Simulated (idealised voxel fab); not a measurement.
Documented hereafter: the process module known as voxel capacitor over wiring.
Each square cell in cross-section cut measures 5 nm, and the section as a whole is 235 nm wide.
Think of the cross-section as a grid of square cells. We describe it in bands, top to bottom, and each band covers one or more rows of those cells. Look at the band entry: it leads with the top's height and the bottom's height in nm. Then it lists the materials left to right, with a width in nm for each. The word "full width" on a single material says that material fills the band edge to edge. The word "air" is empty space. The reference from which all heights are counted is 0, the level beneath which the as-received wafer is entirely one material; the lowest band, having no lower bound, proceeds downward and is written after the example "z 0 and below". Read "30->40" as a graded width: first number on top, second number at the bottom, same change between each pair of neighbouring rows. Key: "no alteration" - step with no changed cell in the cross-section. "Sealed void inventory" - sealed voids, min. 8 cells, no opening to top; format: width x height at distance (distance from left edge; nm throughout). Where a step's line continues beyond its settings, the continuation is a remark by the simulator itself on that step. overlay nm: mask right of planned place by this much (step with mask). Neg. = left.
Steps planned for the process:
step 1: RECEIVE (material Si)
step 2: CONFORMAL_DEP (material SiO2; thk nm 15)
step 3: CONFORMAL_DEP (material SiCN; thk nm 5)
step 4: DIRECTIONAL_DEP (material SiO2; thk nm 15)
step 5: DIRECTIONAL_DEP (material aC; thk nm 10)
step 6: PATTERN (tone open; mask id METAL_1; material resist; width nm 30; pitch nm 95; thk nm 25; overlay nm 0)
step 7: DIRECTIONAL_ETCH (etch materials aC; depth nm 10)
step 8: STRIP (etch materials resist)
step 9: DIRECTIONAL_ETCH (etch materials SiO2; depth nm 15)
step 10: DIRECTIONAL_ETCH (etch materials SiCN; depth nm 5)
step 11: STRIP (etch materials aC)
step 12: CONFORMAL_DEP (material TiN; thk nm 5)
step 13: FILL_DEP (material Cu; thk nm 5)
step 14: CMP (height nm 35)
step 15: CONFORMAL_DEP (material SiCN; thk nm 5)
step 16: DIRECTIONAL_DEP (material SiO2; thk nm 15)
step 17: MASKED_ETCH (tone open; mask id PLUG_1; width nm 15; etch materials SiO2; depth nm 15; overlay nm 0)
step 18: MASKED_ETCH (tone open; mask id PLUG_1; width nm 15; etch materials SiCN; depth nm 5; overlay nm 0)
step 19: CONFORMAL_DEP (material TiN; thk nm 5)
step 20: FILL_DEP (material Cu; thk nm 10)
step 21: CMP (height nm 55)
step 22: DIRECTIONAL_DEP (material TiN; thk nm 10)
step 23: DIRECTIONAL_DEP (material SiN; thk nm 5)
step 24: DIRECTIONAL_DEP (material TiN; thk nm 5)
step 25: PATTERN (tone cover; mask id UPPER_PLATE; material resist; width nm 70; thk nm 20; overlay nm 0)
step 26: DIRECTIONAL_ETCH (etch materials TiN; depth nm 5)
step 27: DIRECTIONAL_ETCH (etch materials SiN; depth nm 5)
step 28: STRIP (etch materials resist)
step 29: PATTERN (tone cover; mask id LOWER_PLATE; material resist; width nm 80; thk nm 20; overlay nm 0)
step 30: DIRECTIONAL_ETCH (etch materials TiN; depth nm 10)
step 31: STRIP (etch materials resist)
step 32: FILL_DEP (material SiO2; thk nm 20)
step 33: CMP (height nm 90)
step 34: DIRECTIONAL_DEP (material aC; thk nm 10)
step 35: PATTERN (tone open; mask id PLUG_2; material resist; width nm 15; thk nm 30; overlay nm 0)
step 36: DIRECTIONAL_ETCH (etch materials aC; depth nm 10)
step 37: STRIP (etch materials resist)
step 38: DIRECTIONAL_ETCH (etch materials SiO2; depth nm 15)
step 39: STRIP (etch materials aC)
step 40: CONFORMAL_DEP (material TiN; thk nm 5)
step 41: FILL_DEP (material Ru; thk nm 10)
step 42: CMP (height nm 90)
step 43: CONFORMAL_DEP (material SiCN; thk nm 5)
Cross-section of the incoming wafer, state after step 1:
z 0 and below | Si full width
Sealed void inventory: none
End state of the module in cross-section, given the above starting point and plan and one mistake in execution:
z 95 to 90 | SiCN full width
z 90 to 80 | 80 SiO2  5 TiN  5 Ru  5 TiN  140 SiO2
z 80 to 75 | 80 SiO2  15 TiN  140 SiO2
z 75 to 70 | 65 SiO2  5 TiN  70 SiO2  5 TiN  90 SiO2
z 70 to 65 | 70 SiN  70 SiO2  95 SiN
z 65 to 55 | TiN full width
z 55 to 40 | 70 SiO2  5 TiN  5 Cu  5 TiN  150 SiO2
z 40 to 35 | 70 SiCN  15 TiN  150 SiCN
z 35 to 20 | 55 SiO2  5 TiN  20 Cu  5 TiN  65 SiO2  5 TiN  20 Cu  5 TiN  55 SiO2
z 20 to 15 | 55 SiCN  30 TiN  65 SiCN  30 TiN  55 SiCN
z 15 to 0 | SiO2 full width
z 0 and below | Si full width
Sealed void inventory: none
Short version of what went wrong: so step 25 ended up running with a different setting than we planned, it ran as PATTERN (tone open; mask id UPPER_PLATE; material resist; width nm 70; thk nm 20; overlay nm 0)
